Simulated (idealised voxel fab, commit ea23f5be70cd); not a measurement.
process module | voxel wiring stack
cross-section cut | 220 nm wide | cells 5 nm
A cross-section is a grid of square cells, given in bands from the top down. A band is one or more rows of cells.
Each band's line starts with the height of the band's top and of its bottom, in nm. Then come its materials from left to right, each with its width in nm. One material with "throughout" fills the band from edge to edge. "air" is empty space.
Height 0 is the level under which the wafer as received is all one material. The lowest band goes on downwards, as in "0 down".
A width such as "30 to 40" changes by the same amount from each row of cells to the next, from the band's top row to its bottom row.
"no change" after a step means that no cell of the cross-section changed.
closed voids: empty space of 8 cells or more with no open way to the top, each as width x height at its distance from the left edge, in nm
after a step's settings: what the simulator itself notes on the step
overlay nm, on a step with a mask: how far to the right of its planned place the mask lay; to the left if negative
plan
1 op RECEIVE | material Si
2 op CONFORMAL_DEP | material SiO2 | thk nm 15
3 op CONFORMAL_DEP | material SiN | thk nm 5
4 op DIRECTIONAL_DEP | material SiO2 | thk nm 25
5 op PATTERN | tone open | mask id METAL_1 | material resist | width nm 25 | pitch nm 50 | thk nm 20 | overlay nm 0
6 op DIRECTIONAL_ETCH | etch materials SiO2 | depth nm 25
7 op DIRECTIONAL_ETCH | etch materials SiN | depth nm 5
8 op STRIP | etch materials resist
9 op CONFORMAL_DEP | material TiN | thk nm 5
10 op FILL_DEP | material W | thk nm 5
11 op CMP | height nm 45
12 op CONFORMAL_DEP | material SiCN | thk nm 5
13 op DIRECTIONAL_DEP | material SiO2 | thk nm 10
14 op PATTERN | tone open | mask id PLUG_1 | material resist | width nm 15 | pitch nm 50 | thk nm 20 | overlay nm 0
15 op DIRECTIONAL_ETCH | etch materials SiO2 | depth nm 10
16 op DIRECTIONAL_ETCH | etch materials SiCN | depth nm 5
17 op STRIP | etch materials resist
18 op EPI | material Ru | thk nm 10
19 op EPI | material Ru | thk nm 5
20 op DIRECTIONAL_DEP | material TiN | thk nm 5
21 op DIRECTIONAL_DEP | material Ru | thk nm 25
22 op PATTERN | tone cover | mask id METAL_2 | material resist | width nm 25 | pitch nm 50 | thk nm 15 | overlay nm 0
23 op DIRECTIONAL_ETCH | etch materials Ru | depth nm 25
24 op DIRECTIONAL_ETCH | etch materials TiN | depth nm 5
25 op STRIP | etch materials resist
26 op FILL_DEP | material SiO2 | thk nm 10
27 op CMP | height nm 90
28 op CONFORMAL_DEP | material SiN | thk nm 5
first wafer, as planned
as received, after step 1
  0 down: Si throughout
  closed voids: none
after step 2
  15 to 0: SiO2 throughout
  below 0: unchanged
after step 3
  20 to 15: SiN throughout
  below 15: unchanged
after step 4
  45 to 20: SiO2 throughout
  below 20: unchanged
after step 5
  65 to 45: resist 70 | air 25 | resist 25 | air 25 | resist 75
  below 45: unchanged
after step 6
  65 to 45: resist 70 | air 25 | resist 25 | air 25 | resist 75
  45 to 20: SiO2 70 | air 25 | SiO2 25 | air 25 | SiO2 75
  below 20: unchanged
after step 7
  65 to 45: resist 70 | air 25 | resist 25 | air 25 | resist 75
  45 to 20: SiO2 70 | air 25 | SiO2 25 | air 25 | SiO2 75
  20 to 15: SiN 70 | air 25 | SiN 25 | air 25 | SiN 75
  below 15: unchanged
after step 8
  45 to 20: SiO2 70 | air 25 | SiO2 25 | air 25 | SiO2 75
  below 20: unchanged
after step 9
  50 to 45: TiN 75 | air 15 | TiN 35 | air 15 | TiN 80
  45 to 20: SiO2 70 | TiN 5 | air 15 | TiN 5 | SiO2 25 | TiN 5 | air 15 | TiN 5 | SiO2 75
  20 to 15: SiN 70 | TiN 25 | SiN 25 | TiN 25 | SiN 75
  below 15: unchanged
after step 10
  55 to 50: W throughout
  50 to 45: TiN 75 | W 15 | TiN 35 | W 15 | TiN 80
  45 to 20: SiO2 70 | TiN 5 | W 15 | TiN 5 | SiO2 25 | TiN 5 | W 15 | TiN 5 | SiO2 75
  below 20: unchanged
after step 11
  45 to 20: SiO2 70 | TiN 5 | W 15 | TiN 5 | SiO2 25 | TiN 5 | W 15 | TiN 5 | SiO2 75
  below 20: unchanged
after step 12
  50 to 45: SiCN throughout
  below 45: unchanged
after step 13
  60 to 50: SiO2 throughout
  below 50: unchanged
after step 14
  80 to 60: resist 70 | air 15 | resist 35 | air 15 | resist 85
  below 60: unchanged
after step 15
  80 to 60: resist 70 | air 15 | resist 35 | air 15 | resist 85
  60 to 50: SiO2 70 | air 15 | SiO2 35 | air 15 | SiO2 85
  below 50: unchanged
after step 16
  80 to 60: resist 70 | air 15 | resist 35 | air 15 | resist 85
  60 to 50: SiO2 70 | air 15 | SiO2 35 | air 15 | SiO2 85
  50 to 45: SiCN 70 | air 15 | SiCN 35 | air 15 | SiCN 85
  below 45: unchanged
after step 17
  60 to 50: SiO2 70 | air 15 | SiO2 35 | air 15 | SiO2 85
  below 50: unchanged
after step 18
  60 to 55: SiO2 70 | air 15 | SiO2 35 | air 15 | SiO2 85
  55 to 50: SiO2 70 | Ru 15 | SiO2 35 | Ru 15 | SiO2 85
  50 to 45: SiCN 70 | Ru 15 | SiCN 35 | Ru 15 | SiCN 85
  below 45: unchanged
after step 19
  60 to 50: SiO2 70 | Ru 15 | SiO2 35 | Ru 15 | SiO2 85
  below 50: unchanged
after step 20
  65 to 60: TiN throughout
  below 60: unchanged
after step 21
  90 to 65: Ru throughout
  below 65: unchanged
after step 22
  105 to 90: air 70 | resist 25 | air 25 | resist 25 | air 75
  below 90: unchanged
after step 23
  105 to 90: air 70 | resist 25 | air 25 | resist 25 | air 75
  90 to 65: air 70 | Ru 25 | air 25 | Ru 25 | air 75
  below 65: unchanged
after step 24
  105 to 90: air 70 | resist 25 | air 25 | resist 25 | air 75
  90 to 65: air 70 | Ru 25 | air 25 | Ru 25 | air 75
  65 to 60: air 70 | TiN 25 | air 25 | TiN 25 | air 75
  below 60: unchanged
after step 25
  90 to 65: air 70 | Ru 25 | air 25 | Ru 25 | air 75
  below 65: unchanged
after step 26
  100 to 90: SiO2 throughout
  90 to 65: SiO2 70 | Ru 25 | SiO2 25 | Ru 25 | SiO2 75
  65 to 60: SiO2 70 | TiN 25 | SiO2 25 | TiN 25 | SiO2 75
  below 60: unchanged
after step 27
  90 to 65: SiO2 70 | Ru 25 | SiO2 25 | Ru 25 | SiO2 75
  below 65: unchanged
after step 28
  95 to 90: SiN throughout
  below 90: unchanged
second wafer: like start, like plan, one mistake. Through step 19 it matches the first wafer
when step 20 should have ended: no change
when step 21 should have ended
  85 to 60: Ru throughout
  below 60: unchanged
when step 22 should have ended
  100 to 85: air 70 | resist 25 | air 25 | resist 25 | air 75
  below 85: unchanged
when step 23 should have ended
  100 to 85: air 70 | resist 25 | air 25 | resist 25 | air 75
  85 to 60: air 70 | Ru 25 | air 25 | Ru 25 | air 75
  below 60: unchanged
when step 24 should have ended: no change
when step 25 should have ended
  85 to 60: air 70 | Ru 25 | air 25 | Ru 25 | air 75
  below 60: unchanged
when step 26 should have ended
  95 to 85: SiO2 throughout
  85 to 60: SiO2 70 | Ru 25 | SiO2 25 | Ru 25 | SiO2 75
  below 60: unchanged
when step 27 should have ended
  90 to 85: SiO2 throughout
  below 85: unchanged
when step 28 should have ended
  95 to 90: SiN throughout
  below 90: unchanged
what went wrong: step 20 was left out
at the end the second wafer has, in cells: 10 more of SiO2 | 10 fewer of TiN
